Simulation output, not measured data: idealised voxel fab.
Proc. module: voxel tone inversion
The cross-section on display is named cut; it measures 260 nm wide, and its cells are 5 nm squares.
Bands, listed from the top down, are how a cross-section gets written in this document; the cross-section itself is a grid of square cells, and a band is one or more rows of them.
Top height, bottom height, nm. Materials left to right, width each, nm. Single material + "full width" = fills band edge to edge. "blank" = empty.
It should be noted that heights are counted from 0, beneath which the wafer as supplied is of one material throughout, and that the lowest band possesses no lower boundary but continues downward, as written in "z 0 and below".
It should be noted that a width expressed as "30->40" varies in equal increments from row to row of cells within the band, taking the value of the first number at the top row and that of the second number at the bottom row.
No cell of the cross-section changed in a step that is given as "no alterations made".
"Tabulated closed voids" contains a list of empty spaces, each no smaller than 8 cells and without an open way to the top, written in the form width x height at distance with the distance from the left edge and all three in nm.
Whatever follows a step's settings on its line is a remark the simulator itself makes about that step.
"overlay nm", when on a step's line for a step with a mask, measures how far to the right of its planned place the mask lay; a negative measure means to the left.
Process steps (planned)
1. op RECEIVE | material Si
2. op CONFORMAL_DEP | material SiCN | thk nm 5
3. op DIRECTIONAL_DEP | material aC | thk nm 25
4. op PATTERN | tone cover | mask id POSTS | material resist | width nm 15 | pitch nm 45 | thk nm 30 | overlay nm 0
5. op DIRECTIONAL_ETCH | etch materials aC | depth nm 25
6. op STRIP | etch materials resist
7. op FILL_DEP | material SiO2 | thk nm 10
8. op CMP | height nm 30
9. op STRIP | etch materials aC
10. op CONFORMAL_DEP | material TiN | thk nm 5
11. op FILL_DEP | material Ru | thk nm 10
12. op CMP | height nm 30
13. op CONFORMAL_DEP | material SiCN | thk nm 5
The thk nm used in step 13 is not the same on every wafer, whereas the starting condition is; the value printed in the plan is the first wafer's.
First of several wafers (as received, post step 1), cross-sectional view
    z 0 and below = Si full width
    Tabulated closed voids: none
So in this table every wafer gets its own row, and what you see is where it stands at the end of the module: for each material, how many cells it picked up (+) or gave up (-) since we received it, and after that its closed voids
thk nm 5, +12 Ru, +104 SiCN, +215 SiO2, +33 TiN, Tabulated closed voids: none
thk nm 10, +12 Ru, +156 SiCN, +215 SiO2, +33 TiN, Tabulated closed voids: none
thk nm 15, +12 Ru, +208 SiCN, +215 SiO2, +33 TiN, Tabulated closed voids: none
thk nm 20, +12 Ru, +260 SiCN, +215 SiO2, +33 TiN, Tabulated closed voids: none
